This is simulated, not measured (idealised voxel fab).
The process module presented herein is designated voxel self aligned vias.
Shown is cross-section cut, with a width of 235 nm and square cells of size 5 nm.
Square cells in a grid make up a cross-section in this document, and the grid is given as bands, listed from the top down, each one or more rows of cells.
First you get the band's top height and its bottom height, in nm, and then the materials it's made of, left to right, with each width in nm. If you see a single material with "edge to edge", that one covers the band edge to edge. "empty" is empty space.
Beneath 0, the wafer as received is one material, and that level is where height counting begins. The lowest band goes on downward without a bottom; it is written like "0 -> down".
The two numbers in a width such as "30..40" mark its ends across the band: the first belongs to the top row of cells, the second to the bottom row, and from each row to the next the width moves by the same amount.
The cross-section has no changed cell in any step marked "nothing changed".
Empty spaces without an open route to the top, at least 8 cells in extent, make up the entry "Closed void table"; each is given as width x height at distance, where the distance is measured from the left edge, and all are in nm.
What comes after the settings on a step's line is commentary from the simulator itself on that step.
The "overlay nm" setting may appear on a step's line; for a step that uses a mask, it gives how far to the right of its planned position the mask lay, and a negative value indicates the left.
-- Planned process steps
1) RECEIVE,material Si
2) CONFORMAL_DEP,material SiO2,thk nm 10
3) CONFORMAL_DEP,material SiCN,thk nm 5
4) DIRECTIONAL_DEP,material SiO2,thk nm 30
5) MASKED_ETCH,tone open,mask id LINES,width nm 25,pitch nm 70,etch materials SiO2,depth nm 30,overlay nm 0
6) CONFORMAL_DEP,material TiN,thk nm 5
7) FILL_DEP,material Ru,thk nm 5
8) CMP,height nm 45
9) SELECTIVE_ETCH,etch materials W Ru TiN,depth nm 10
10) FILL_DEP,material SiN,thk nm 10
11) CMP,height nm 45
12) DIRECTIONAL_DEP,material SiO2,thk nm 15
13) DIRECTIONAL_DEP,material aC,thk nm 10
14) PATTERN,tone open,mask id VIAS,material resist,width nm 45,pitch nm 70,thk nm 30,overlay nm 0
15) DIRECTIONAL_ETCH,etch materials aC,depth nm 10
16) STRIP,etch materials resist
17) DIRECTIONAL_ETCH,etch materials SiO2,depth nm 15
18) DIRECTIONAL_ETCH,etch materials SiN,depth nm 10
19) STRIP,etch materials aC
20) CONFORMAL_DEP,material TiN,thk nm 5
21) FILL_DEP,material W,thk nm 10
22) CMP,height nm 60
23) CONFORMAL_DEP,material SiN,thk nm 5
-- Shown in cross-section is the wafer as received, that is, as it stands after step 1
> 0 -> down | Si edge to edge
> Closed void table: none
-- Cross-sectional result after module completion. Note: starting condition and plan are unchanged from above; one processing mistake was made
> 65 -> 60 | SiN edge to edge
> 60 -> 45 | W edge to edge
> 45 -> 35 | 70 nm SiO2, then 25 nm SiN, then 45 nm SiO2, then 25 nm SiN, then 70 nm SiO2
> 35 -> 20 | 70 nm SiO2, then 5 nm TiN, then 15 nm Ru, then 5 nm TiN, then 45 nm SiO2, then 5 nm TiN, then 15 nm Ru, then 5 nm TiN, then 70 nm SiO2
> 20 -> 15 | 70 nm SiO2, then 25 nm TiN, then 45 nm SiO2, then 25 nm TiN, then 70 nm SiO2
> 15 -> 10 | SiCN edge to edge
> 10 -> 0 | SiO2 edge to edge
> 0 -> down | Si edge to edge
> Closed void table: none
What went wrong in running the wafer? rather than as planned, step 12 actually ran as DIRECTIONAL_DEP,material W,thk nm 15
